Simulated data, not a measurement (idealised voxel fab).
This section sets out a process module, namely voxel self aligned contacts.
Cross-sectional view cut (width: 220 nm; square cell size: 5 nm).
Throughout this document, each cross-section is represented as a grid of square cells and is presented as a sequence of bands enumerated from the top downward, where a band comprises one or more rows of cells. The entry gives the band's vertical extent as a top height and a bottom height in nm, then its horizontal make-up as materials from left to right, each with a width in nm. "blank" stands for empty space; a single material marked "everywhere" fills the band edge to edge. Heights are reckoned from 0. Under this level, the received wafer is all of one material. The bottommost band is open-ended downward, for example "top 0, no bottom". The notation "30..40" denotes a width that varies across the rows of cells in the band, beginning at the first number in the top row, finishing at the second number in the bottom row, and changing by an identical amount from each row to the next. "nothing different", as given for a step, is the statement that not any cell of the cross-section underwent a change during that step. Entry "Voids, enclosed" = empty spaces >= 8 cells with no open way to the top; each as width x height at distance, distance from left edge, all nm. Past the settings on a step's line: simulator remark, on that step. overlay nm, on a step with a mask: how far to the right of its planned place the mask lay; to the left if negative.
-- Below is the list of planned process steps
1. RECEIVE (material Si)
2. CONFORMAL_DEP (material SiO2; thk nm 5)
3. DIRECTIONAL_DEP (material polySi; thk nm 25)
4. DIRECTIONAL_DEP (material SiN; thk nm 15)
5. MASKED_ETCH (tone cover; mask id GATE; width nm 35; pitch nm 70; etch materials SiN; depth nm 15; overlay nm 0)
6. MASKED_ETCH (tone cover; mask id GATE; width nm 35; pitch nm 70; etch materials polySi; depth nm 25; overlay nm 0)
7. CONFORMAL_DEP (material SiN; thk nm 5)
8. DIRECTIONAL_ETCH (etch materials SiN; depth nm 5)
9. FILL_DEP (material SiO2; thk nm 10)
10. CMP (height nm 50)
11. PATTERN (tone open; mask id CONTACT; material resist; width nm 45; thk nm 15; overlay nm 0)
12. DIRECTIONAL_ETCH (etch materials SiO2; depth nm 50)
13. STRIP (etch materials resist)
14. CONFORMAL_DEP (material TiN; thk nm 5)
15. FILL_DEP (material Ru; thk nm 10)
16. CMP (height nm 50)
17. CONFORMAL_DEP (material SiN; thk nm 5)
-- Cross-section of the wafer upon arrival, representing the state reached after step 1
* top 0, no bottom: Si everywhere
* Voids, enclosed: none
-- First of two wafers at the end of the module, shown in cross-section; run carried out as planned
* top 55, bottom 50: SiN everywhere
* top 50, bottom 45: SiO2: 85  TiN: 15  Ru: 15  TiN: 15  SiO2: 90
* top 45, bottom 30: SiO2: 50  SiN: 45  TiN: 5  Ru: 15  TiN: 5  SiN: 45  SiO2: 55
* top 30, bottom 5: SiO2: 50  SiN: 5  polySi: 35  SiN: 5  TiN: 5  Ru: 15  TiN: 5  SiN: 5  polySi: 35  SiN: 5  SiO2: 55
* top 5, bottom 0: SiO2: 95  TiN: 25  SiO2: 100
* top 0, no bottom: Si everywhere
* Voids, enclosed: none
-- Second of two wafers, module complete, sectioned: it shares the first wafer's start and plan but was run with one mistake
* top 55, bottom 50: TiN everywhere
* top 50, bottom 45: SiO2: 85  TiN: 15  Ru: 15  TiN: 15  SiO2: 90
* top 45, bottom 30: SiO2: 50  SiN: 45  TiN: 5  Ru: 15  TiN: 5  SiN: 45  SiO2: 55
* top 30, bottom 5: SiO2: 50  SiN: 5  polySi: 35  SiN: 5  TiN: 5  Ru: 15  TiN: 5  SiN: 5  polySi: 35  SiN: 5  SiO2: 55
* top 5, bottom 0: SiO2: 95  TiN: 25  SiO2: 100
* top 0, no bottom: Si everywhere
* Voids, enclosed: none
Here's what went sideways: in deviation from the planned setting, step 17 was conducted as CONFORMAL_DEP (material TiN; thk nm 5)
Final comparison by cell count, materials where the second wafer has more or fewer than the first: -44 SiN | +44 TiN
